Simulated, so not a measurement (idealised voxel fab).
Process module under the name voxel self aligned vias
Cross-sectional view cut (width: 235 nm; square cell size: 5 nm).
This document writes a cross-section as a grid whose cells are square, and gives it as bands, listed from the top down; one or more rows of cells form a band.
Band: top height; bottom height; in nm. Then, left to right: material with width in nm, for each material. "edge to edge": a single material spanning edge to edge. "air": empty space.
The reference from which all heights are counted is 0, the level beneath which the as-received wafer is entirely one material; the lowest band, having no lower bound, proceeds downward and is written after the example "0..down".
The notation "30->40" denotes a width that varies across the rows of cells in the band, beginning at the first number in the top row, finishing at the second number in the bottom row, and changing by an identical amount from each row to the next.
"left unchanged" -> step changed no cross-section cell.
Empty spaces without an open route to the top, at least 8 cells in extent, make up the entry "Closed void inventory"; each is given as width x height at distance, where the distance is measured from the left edge, and all are in nm.
Anything after a step's settings on that line? It's the simulator's own note about the step.
On any step carrying a mask, the "overlay nm" setting, if present on the step's line, tells how far right of its planned place the mask lay; negative values point to the left.
Intended process steps
1,RECEIVE,material Si
2,CONFORMAL_DEP,material SiO2,thk nm 10
3,CONFORMAL_DEP,material SiCN,thk nm 5
4,DIRECTIONAL_DEP,material lowk,thk nm 30
5,DIRECTIONAL_DEP,material aC,thk nm 10
6,PATTERN,tone open,mask id LINES,material resist,width nm 15,pitch nm 45,thk nm 25,overlay nm 0
7,DIRECTIONAL_ETCH,etch materials aC,depth nm 10
8,STRIP,etch materials resist
9,DIRECTIONAL_ETCH,etch materials lowk,depth nm 30
10,STRIP,etch materials aC
11,CONFORMAL_DEP,material TiN,thk nm 5
12,FILL_DEP,material W,thk nm 5
13,CMP,height nm 45
14,SELECTIVE_ETCH,etch materials W Ru TiN,depth nm 10
15,FILL_DEP,material SiN,thk nm 10
16,CMP,height nm 45
17,DIRECTIONAL_DEP,material lowk,thk nm 20
18,MASKED_ETCH,tone open,mask id VIAS,width nm 30,etch materials lowk,depth nm 20,overlay nm 0
19,MASKED_ETCH,tone open,mask id VIAS,width nm 30,etch materials SiN,depth nm 10,overlay nm 0
20,CONFORMAL_DEP,material TiN,thk nm 5
21,FILL_DEP,material Cu,thk nm 5
22,CMP,height nm 65
23,CONFORMAL_DEP,material SiCN,thk nm 5
The plan shows the width nm of step 6 as the first wafer had it; this setting differs between the wafers, which start out alike.
As received, i.e. after step 1: cross-section through the first of several wafers
* 0..down | Si edge to edge
* Closed void inventory: none
Here is how to read the rows: every wafer has a row, and it shows the wafer at the end of the module, giving for each material how many cells were gained (+) or lost (-) since the wafer was received, then listing its closed voids
width nm 15, +14 Cu, +94 SiCN, +6 SiN, +94 SiO2, +34 TiN, +6 W, +410 lowk, Closed void inventory: none
width nm 20, +16 Cu, +94 SiCN, +8 SiN, +94 SiO2, +36 TiN, +12 W, +398 lowk, Closed void inventory: none
width nm 25, +18 Cu, +94 SiCN, +10 SiN, +94 SiO2, +38 TiN, +18 W, +386 lowk, Closed void inventory: none
width nm 30, +20 Cu, +94 SiCN, +12 SiN, +94 SiO2, +40 TiN, +24 W, +374 lowk, Closed void inventory: none
